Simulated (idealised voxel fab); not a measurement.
Title: Process Module voxel transistor to metal
Shown is cross-section cut, with a width of 260 nm and square cells of size 5 nm.
Cross-section, as written here: a square-cell grid given band by band from the top down, where a band holds one or more rows of cells.
The band entry comprises the height of the band's top followed by the height of its bottom, expressed in nm, and subsequently the band's materials from left to right, each stated together with its width in nm. Where a single material is marked with the word "all across", that material fills the band from edge to edge. The word "empty" represents empty space.
All heights in this document are referenced to 0, defined as the level beneath which the wafer, as received, consists entirely of one material. The lowest band is not bounded below; it extends indefinitely downward and is written in the form "from 0 down".
Per-row width for "30..40": begins at first number (top row of band), ends at second number (bottom row), increment between rows held constant.
A step reported as "nothing altered" is a step in which no cell of the cross-section changed.
Look at "Closed void inventory" for the closed voids: empty spaces with no open path to the top, sized 8 cells or up. Each is width x height at distance, distance from the left edge, all nm.
What comes after the settings on a step's line is commentary from the simulator itself on that step.
The optional step-line setting "overlay nm" applies to steps with a mask and quantifies how far to the right of its planned location the mask lay, a negative value indicating leftward placement.
The process steps that were planned are listed below
| 1 | RECEIVE (material Si) |
| 2 | OXIDIZE (depth nm 5) |
| 3 | CONFORMAL_DEP (material SiN; thk nm 10) |
| 4 | PATTERN (tone cover; mask id ACTIVE; material resist; width nm 105; pitch nm 125; thk nm 15; overlay nm 0) |
| 5 | DIRECTIONAL_ETCH (etch materials SiN; depth nm 10) |
| 6 | DIRECTIONAL_ETCH (etch materials SiO2; depth nm 5) |
| 7 | DIRECTIONAL_ETCH (etch materials Si; depth nm 30) |
| 8 | STRIP (etch materials resist) |
| 9 | OXIDIZE (depth nm 5) |
| 10 | FILL_DEP (material SiO2; thk nm 15) |
| 11 | CMP (height nm 10) |
| 12 | SELECTIVE_ETCH (etch materials SiO2; depth nm 5) |
| 13 | STRIP (etch materials SiN) |
| 14 | SELECTIVE_ETCH (etch materials SiO2; depth nm 5) |
| 15 | OXIDIZE (depth nm 5) |
| 16 | DIRECTIONAL_DEP (material polySi; thk nm 30) |
| 17 | DIRECTIONAL_DEP (material SiCN; thk nm 10) |
| 18 | MASKED_ETCH (tone cover; mask id GATE; width nm 15; pitch nm 125; etch materials SiCN; depth nm 20; overlay nm 0) |
| 19 | MASKED_ETCH (tone cover; mask id GATE; width nm 15; pitch nm 125; etch materials polySi; depth nm 40; overlay nm 0) |
| 20 | CONFORMAL_DEP (material SiO2; thk nm 5) |
| 21 | DIRECTIONAL_ETCH (etch materials SiO2; depth nm 5) |
| 22 | CONFORMAL_DEP (material SiN; thk nm 10) |
| 23 | DIRECTIONAL_ETCH (etch materials SiN; depth nm 10) |
| 24 | DIRECTIONAL_ETCH (etch materials SiO2; depth nm 5) |
| 25 | EPI (material SiGe; thk nm 5) |
| 26 | FILL_DEP (material SiO2; thk nm 10) |
| 27 | CMP (height nm 35) |
| 28 | DIRECTIONAL_DEP (material SiO2; thk nm 15) |
| 29 | PATTERN (tone open; mask id CONTACT; material resist; width nm 20; thk nm 15; overlay nm 0) |
| 30 | DIRECTIONAL_ETCH (etch materials SiO2; depth nm 55) |
| 31 | STRIP (etch materials resist) |
| 32 | CONFORMAL_DEP (material TiN; thk nm 5) |
| 33 | FILL_DEP (material Ru; thk nm 5) |
| 34 | CMP (height nm 50) |
| 35 | CONFORMAL_DEP (material SiCN; thk nm 5) |
| 36 | DIRECTIONAL_DEP (material lowk; thk nm 15) |
| 37 | MASKED_ETCH (tone open; mask id METAL_1; width nm 20; etch materials lowk; depth nm 15; overlay nm 0) |
| 38 | MASKED_ETCH (tone open; mask id METAL_1; width nm 20; etch materials SiCN; depth nm 5; overlay nm 0) |
| 39 | CONFORMAL_DEP (material TiN; thk nm 5) |
| 40 | FILL_DEP (material W; thk nm 10) |
| 41 | CMP (height nm 70) |
| 42 | CONFORMAL_DEP (material SiCN; thk nm 5) |
| 43 | DIRECTIONAL_DEP (material SiO2; thk nm 35) |
| 44 | DIRECTIONAL_DEP (material aC; thk nm 10) |
| 45 | PATTERN (tone open; mask id METAL_2_HOLES; material resist; width nm 15; pitch nm 125; thk nm 30; overlay nm 0) |
| 46 | DIRECTIONAL_ETCH (etch materials aC; depth nm 10) |
| 47 | STRIP (etch materials resist) |
| 48 | DIRECTIONAL_ETCH (etch materials SiO2; depth nm 35) |
| 49 | STRIP (etch materials aC) |
| 50 | PATTERN (tone open; mask id METAL_2; material resist; width nm 20; pitch nm 125; thk nm 20; overlay nm 0) |
| 51 | DIRECTIONAL_ETCH (etch materials SiO2; depth nm 20) |
| 52 | DIRECTIONAL_ETCH (etch materials SiCN; depth nm 5) |
| 53 | STRIP (etch materials resist) |
| 54 | CONFORMAL_DEP (material TiN; thk nm 5) |
| 55 | FILL_DEP (material Cu; thk nm 5) |
| 56 | CMP (height nm 110) |
| 57 | CONFORMAL_DEP (material SiN; thk nm 5) |
Received-state cross-section, reflecting completion of step 1
> from 0 down | Si all across
> Closed void inventory: none
Starting wafer: above. Plan: above. Run: one mistake. Cross-section after the module: below
> from 115 to 110 | SiN all across
> from 110 to 95 | SiO2 (20), then TiN (5), then Cu (15), then TiN (5), then SiO2 (100), then TiN (5), then Cu (15), then TiN (5), then SiO2 (90)
> from 95 to 90 | SiO2 (20), then TiN (5), then Cu (5), then TiN (15), then SiO2 (100), then TiN (5), then Cu (5), then TiN (15), then SiO2 (90)
> from 90 to 80 | SiO2 (20), then TiN (5), then Cu (5), then TiN (5), then SiO2 (110), then TiN (5), then Cu (5), then TiN (5), then SiO2 (100)
> from 80 to 75 | SiO2 (20), then TiN (15), then SiO2 (110), then TiN (15), then SiO2 (100)
> from 75 to 70 | SiCN (25), then TiN (10), then SiCN (115), then TiN (10), then SiCN (100)
> from 70 to 55 | lowk (25), then TiN (5), then W (10), then TiN (5), then lowk (45), then TiN (5), then W (10), then TiN (5), then lowk (40), then TiN (5), then W (10), then TiN (5), then lowk (45), then TiN (5), then W (10), then TiN (5), then lowk (25)
> from 55 to 50 | SiCN (25), then TiN (20), then SiCN (45), then TiN (20), then SiCN (40), then TiN (20), then SiCN (45), then TiN (20), then SiCN (25)
> from 50 to 35 | SiO2 (25), then TiN (5), then Ru (10), then TiN (5), then SiO2 (45), then TiN (5), then Ru (10), then TiN (5), then SiO2 (40), then TiN (5), then Ru (10), then TiN (5), then SiO2 (45), then TiN (5), then Ru (10), then TiN (5), then SiO2 (25)
> from 35 to 25 | SiO2 (25), then TiN (5), then Ru (10), then TiN (5), then SiN (10), then SiO2 (5), then SiCN (15), then SiO2 (5), then SiN (10), then TiN (5), then Ru (10), then TiN (5), then SiO2 (40), then TiN (5), then Ru (10), then TiN (5), then SiN (10), then SiO2 (5), then SiCN (15), then SiO2 (5), then SiN (10), then TiN (5), then Ru (10), then TiN (5), then SiO2 (25)
> from 25 to 0 | SiO2 (25), then TiN (5), then Ru (10), then TiN (5), then SiN (10), then SiO2 (5), then polySi (15), then SiO2 (5), then SiN (10), then TiN (5), then Ru (10), then TiN (5), then SiO2 (40), then TiN (5), then Ru (10), then TiN (5), then SiN (10), then SiO2 (5), then polySi (15), then SiO2 (5), then SiN (10), then TiN (5), then Ru (10), then TiN (5), then SiO2 (25)
> from 0 to -5 | SiO2 (15), then SiN (10), then TiN (20), then SiN (10), then SiO2 (5), then polySi (15), then SiO2 (5), then SiN (10), then TiN (20), then SiN (10), then SiO2 (20), then SiN (10), then TiN (20), then SiN (10), then SiO2 (5), then polySi (15), then SiO2 (5), then SiN (10), then TiN (20), then SiN (10), then SiO2 (15)
> from -5 to -10 | SiO2 (25), then SiGe (20), then SiO2 (45), then SiGe (20), then SiO2 (40), then SiGe (20), then SiO2 (45), then SiGe (20), then SiO2 (25)
> from -10 to -40 | SiO2 (20), then Si (95), then SiO2 (30), then Si (95), then SiO2 (20)
> from -40 down | Si all across
> Closed void inventory: none
The plan and the run diverged here: planned and actual differ for step 45; actual: PATTERN (tone open; mask id METAL_2_HOLES; material resist; width nm 15; pitch nm 125; thk nm 30; overlay nm -5)
